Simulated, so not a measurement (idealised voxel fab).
process module | voxel self aligned contacts
cross-section cut | 185 nm wide | cells 5 nm
A cross-section is a grid of square cells, given in bands from the top down. A band is one or more rows of cells.
Each band's line starts with the height of the band's top and of its bottom, in nm. Then come its materials from left to right, each with its width in nm. One material with "throughout" fills the band from edge to edge. "air" is empty space.
Height 0 is the level under which the wafer as received is all one material. The lowest band goes on downwards, as in "0 down".
A width such as "30 to 40" changes by the same amount from each row of cells to the next, from the band's top row to its bottom row.
"no change" after a step means that no cell of the cross-section changed.
closed voids: empty space of 8 cells or more with no open way to the top, each as width x height at its distance from the left edge, in nm
after a step's settings: what the simulator itself notes on the step
overlay nm, on a step with a mask: how far to the right of its planned place the mask lay; to the left if negative
plan
1 op RECEIVE | material Si
2 op OXIDIZE | depth nm 5
3 op DIRECTIONAL_DEP | material polySi | thk nm 30
4 op DIRECTIONAL_DEP | material SiN | thk nm 15
5 op PATTERN | tone cover | mask id GATE | material resist | width nm 25 | pitch nm 50 | thk nm 15 | overlay nm 0
6 op DIRECTIONAL_ETCH | etch materials SiN | depth nm 15
7 op DIRECTIONAL_ETCH | etch materials polySi | depth nm 30
8 op STRIP | etch materials resist
9 op CONFORMAL_DEP | material SiN | thk nm 5
10 op DIRECTIONAL_ETCH | etch materials SiN | depth nm 5
11 op FILL_DEP | material SiO2 | thk nm 15
12 op CMP | height nm 50
13 op MASKED_ETCH | tone open | mask id CONTACT | width nm 35 | etch materials SiO2 | depth nm 55 | overlay nm 0
14 op CONFORMAL_DEP | material TiN | thk nm 5
15 op FILL_DEP | material W | thk nm 5
16 op CMP | height nm 50
17 op CONFORMAL_DEP | material SiCN | thk nm 5
as received, after step 1
  0 down: Si throughout
  closed voids: none
first wafer at the end, as planned
  55 to 50: SiCN throughout
  50 to 45: SiO2 75 | TiN 15 | W 5 | TiN 15 | SiO2 75
  45 to 30: SiO2 50 | SiN 35 | TiN 5 | W 5 | TiN 5 | SiN 35 | SiO2 50
  30 to 0: SiO2 50 | SiN 5 | polySi 25 | SiN 5 | TiN 5 | W 5 | TiN 5 | SiN 5 | polySi 25 | SiN 5 | SiO2 50
  0 to -5: SiO2 85 | TiN 15 | SiO2 85
  -5 down: Si throughout
  closed voids: none
second wafer at the end: like start, like plan, one mistake
  55 to 50: SiCN throughout
  50 to 45: SiO2 75 | TiN 35 | SiO2 75
  45 to 30: SiO2 50 | SiN 40 | TiN 10 | SiN 40 | SiO2 45
  30 to 0: SiO2 50 | SiN 5 | polySi 30 | SiN 5 | TiN 10 | SiN 5 | polySi 30 | SiN 5 | SiO2 45
  0 to -5: SiO2 90 | TiN 10 | SiO2 85
  -5 down: Si throughout
  closed voids: none
what went wrong: step 5 ran as: op PATTERN | tone cover | mask id GATE | material resist | width nm 30 | pitch nm 50 | thk nm 15 | overlay nm 0
at the end the second wafer has, in cells: 6 more of SiN | 8 fewer of SiO2 | 10 fewer of W | 12 more of polySi
